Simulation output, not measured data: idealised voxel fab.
Name of the process module below: voxel wiring stack
Cross-section cut spans 225 nm and uses square cells 5 nm in size.
In what follows, cross-sections appear as grids of square cells, described through bands that run from the top down, where every band is one or more rows of cells. The band entry comprises the height of the band's top followed by the height of its bottom, expressed in nm, and subsequently the band's materials from left to right, each stated together with its width in nm. Where a single material is marked with the word "all across", that material fills the band from edge to edge. The word "blank" represents empty space. Counting heights begins at 0, where everything beneath is, in the wafer as received, one material. The lowest band has no bottom; it goes on downwards, as "from 0 down" shows. The width entry "30->40" should be interpreted row by row: the top row of cells in the band takes the first number, the bottom row takes the second number, and the change between adjacent rows is uniform throughout. The cross-section has no changed cell in any step marked "remained unchanged". You'll see "Sealed-off cavities" listing empty spaces that have no way open to the top, as long as they're 8 cells or more; the notation is width x height at distance, where the distance is from the left edge, and all of it is in nm. The remark found on a step's line after its settings is issued by the simulator itself and pertains to that step. The optional step-line setting "overlay nm" applies to steps with a mask and quantifies how far to the right of its planned location the mask lay, a negative value indicating leftward placement.

Process steps - plan:
1 RECEIVE,material Si
2 CONFORMAL_DEP,material SiO2,thk nm 10
3 DIRECTIONAL_DEP,material TiN,thk nm 5
4 DIRECTIONAL_DEP,material Ru,thk nm 20
5 DIRECTIONAL_DEP,material aC,thk nm 10
6 PATTERN,tone cover,mask id METAL_1,material resist,width nm 30,pitch nm 50,thk nm 30,overlay nm 0
7 DIRECTIONAL_ETCH,etch materials aC,depth nm 10
8 STRIP,etch materials resist
9 DIRECTIONAL_ETCH,etch materials Ru,depth nm 20
10 DIRECTIONAL_ETCH,etch materials TiN,depth nm 5
11 STRIP,etch materials aC
12 CONFORMAL_DEP,material SiCN,thk nm 5
13 FILL_DEP,material lowk,thk nm 5
14 CMP,height nm 35
15 CONFORMAL_DEP,material SiCN,thk nm 5
16 DIRECTIONAL_DEP,material lowk,thk nm 15
17 MASKED_ETCH,tone open,mask id PLUG_1,width nm 15,pitch nm 50,etch materials lowk,depth nm 15,overlay nm 0
18 MASKED_ETCH,tone open,mask id PLUG_1,width nm 15,pitch nm 50,etch materials SiCN,depth nm 5,overlay nm 0
19 CONFORMAL_DEP,material TiN,thk nm 5
20 FILL_DEP,material Cu,thk nm 10
21 CMP,height nm 55
22 DIRECTIONAL_DEP,material TiN,thk nm 5
23 DIRECTIONAL_DEP,material W,thk nm 20
24 PATTERN,tone cover,mask id METAL_2,material resist,width nm 30,pitch nm 50,thk nm 15,overlay nm 0
25 DIRECTIONAL_ETCH,etch materials W,depth nm 20
26 DIRECTIONAL_ETCH,etch materials TiN,depth nm 5
27 STRIP,etch materials resist
28 FILL_DEP,material lowk,thk nm 5
29 CMP,height nm 80
30 CONFORMAL_DEP,material SiCN,thk nm 5
31 DIRECTIONAL_DEP,material SiO2,thk nm 10
32 PATTERN,tone open,mask id PLUG_2,material resist,width nm 15,pitch nm 100,thk nm 20,overlay nm 0
33 DIRECTIONAL_ETCH,etch materials SiO2,depth nm 10
34 DIRECTIONAL_ETCH,etch materials SiCN,depth nm 5
35 STRIP,etch materials resist
36 EPI,material Ru,thk nm 10
37 EPI,material Ru,thk nm 5
38 DIRECTIONAL_DEP,material TiN,thk nm 5
39 DIRECTIONAL_DEP,material Ru,thk nm 25
40 PATTERN,tone cover,mask id METAL_3,material resist,width nm 30,pitch nm 50,thk nm 20,overlay nm 0
41 DIRECTIONAL_ETCH,etch materials Ru,depth nm 25
42 DIRECTIONAL_ETCH,etch materials TiN,depth nm 5
43 STRIP,etch materials resist
44 FILL_DEP,material lowk,thk nm 10
45 CMP,height nm 125
46 CONFORMAL_DEP,material SiN,thk nm 5

Cross-section of the wafer upon arrival, representing the state reached after step 1:
    from 0 down  Si all across
    Sealed-off cavities: none

First of two wafers, end-of-module section, run followed plan:
    from 130 to 125  SiN all across
    from 125 to 100  20 nm lowk, then 30 nm Ru, then 20 nm lowk, then 30 nm Ru, then 20 nm lowk, then 30 nm Ru, then 20 nm lowk, then 30 nm Ru, then 25 nm lowk
    from 100 to 95  20 nm lowk, then 30 nm TiN, then 20 nm lowk, then 30 nm TiN, then 20 nm lowk, then 30 nm TiN, then 20 nm lowk, then 30 nm TiN, then 25 nm lowk
    from 95 to 85  20 nm SiO2, then 15 nm Ru, then 85 nm SiO2, then 15 nm Ru, then 90 nm SiO2
    from 85 to 80  20 nm SiCN, then 15 nm Ru, then 85 nm SiCN, then 15 nm Ru, then 90 nm SiCN
    from 80 to 60  20 nm lowk, then 30 nm W, then 20 nm lowk, then 30 nm W, then 20 nm lowk, then 30 nm W, then 20 nm lowk, then 30 nm W, then 25 nm lowk
    from 60 to 55  20 nm lowk, then 30 nm TiN, then 20 nm lowk, then 30 nm TiN, then 20 nm lowk, then 30 nm TiN, then 20 nm lowk, then 30 nm TiN, then 25 nm lowk
    from 55 to 40  20 nm lowk, then 5 nm TiN, then 5 nm Cu, then 5 nm TiN, then 35 nm lowk, then 5 nm TiN, then 5 nm Cu, then 5 nm TiN, then 35 nm lowk, then 5 nm TiN, then 5 nm Cu, then 5 nm TiN, then 35 nm lowk, then 5 nm TiN, then 5 nm Cu, then 5 nm TiN, then 40 nm lowk
    from 40 to 35  20 nm SiCN, then 15 nm TiN, then 35 nm SiCN, then 15 nm TiN, then 35 nm SiCN, then 15 nm TiN, then 35 nm SiCN, then 15 nm TiN, then 40 nm SiCN
    from 35 to 15  15 nm lowk, then 5 nm SiCN, then 30 nm Ru, then 5 nm SiCN, then 10 nm lowk, then 5 nm SiCN, then 30 nm Ru, then 5 nm SiCN, then 10 nm lowk, then 5 nm SiCN, then 30 nm Ru, then 5 nm SiCN, then 10 nm lowk, then 5 nm SiCN, then 30 nm Ru, then 5 nm SiCN, then 20 nm lowk
    from 15 to 10  20 nm SiCN, then 30 nm TiN, then 20 nm SiCN, then 30 nm TiN, then 20 nm SiCN, then 30 nm TiN, then 20 nm SiCN, then 30 nm TiN, then 25 nm SiCN
    from 10 to 0  SiO2 all across
    from 0 down  Si all across
    Sealed-off cavities: none

Now the second wafer, cross-sectioned at the end of the module. Nothing different at the start, nothing different in the plan compared with the first, just one mistake when it was actually run:
    from 130 to 125  SiN all across
    from 125 to 100  20 nm lowk, then 30 nm Ru, then 20 nm lowk, then 30 nm Ru, then 20 nm lowk, then 30 nm Ru, then 20 nm lowk, then 30 nm Ru, then 25 nm lowk
    from 100 to 95  20 nm lowk, then 30 nm TiN, then 20 nm lowk, then 30 nm TiN, then 20 nm lowk, then 30 nm TiN, then 20 nm lowk, then 30 nm TiN, then 25 nm lowk
    from 95 to 85  20 nm SiO2, then 15 nm Ru, then 85 nm SiO2, then 15 nm Ru, then 90 nm SiO2
    from 85 to 80  20 nm SiCN, then 15 nm Ru, then 85 nm SiCN, then 15 nm Ru, then 90 nm SiCN
    from 80 to 70  20 nm lowk, then 30 nm W, then 20 nm lowk, then 30 nm W, then 20 nm lowk, then 30 nm W, then 20 nm lowk, then 30 nm W, then 25 nm lowk
    from 70 to 65  20 nm lowk, then 30 nm TiN, then 20 nm lowk, then 30 nm TiN, then 20 nm lowk, then 30 nm TiN, then 20 nm lowk, then 30 nm TiN, then 25 nm lowk
    from 65 to 55  TiN all across
    from 55 to 40  20 nm lowk, then 5 nm TiN, then 5 nm Cu, then 5 nm TiN, then 35 nm lowk, then 5 nm TiN, then 5 nm Cu, then 5 nm TiN, then 35 nm lowk, then 5 nm TiN, then 5 nm Cu, then 5 nm TiN, then 35 nm lowk, then 5 nm TiN, then 5 nm Cu, then 5 nm TiN, then 40 nm lowk
    from 40 to 35  20 nm SiCN, then 15 nm TiN, then 35 nm SiCN, then 15 nm TiN, then 35 nm SiCN, then 15 nm TiN, then 35 nm SiCN, then 15 nm TiN, then 40 nm SiCN
    from 35 to 15  15 nm lowk, then 5 nm SiCN, then 30 nm Ru, then 5 nm SiCN, then 10 nm lowk, then 5 nm SiCN, then 30 nm Ru, then 5 nm SiCN, then 10 nm lowk, then 5 nm SiCN, then 30 nm Ru, then 5 nm SiCN, then 10 nm lowk, then 5 nm SiCN, then 30 nm Ru, then 5 nm SiCN, then 20 nm lowk
    from 15 to 10  20 nm SiCN, then 30 nm TiN, then 20 nm SiCN, then 30 nm TiN, then 20 nm SiCN, then 30 nm TiN, then 20 nm SiCN, then 30 nm TiN, then 25 nm SiCN
    from 10 to 0  SiO2 all across
    from 0 down  Si all across
    Sealed-off cavities: none
The plan and the run diverged here: step 22 did not happen as planned, as run it was DIRECTIONAL_DEP,material TiN,thk nm 15
At the finish, the second wafer shows more or fewer cells for some materials than the first does: +90 TiN, -48 W, -42 lowk
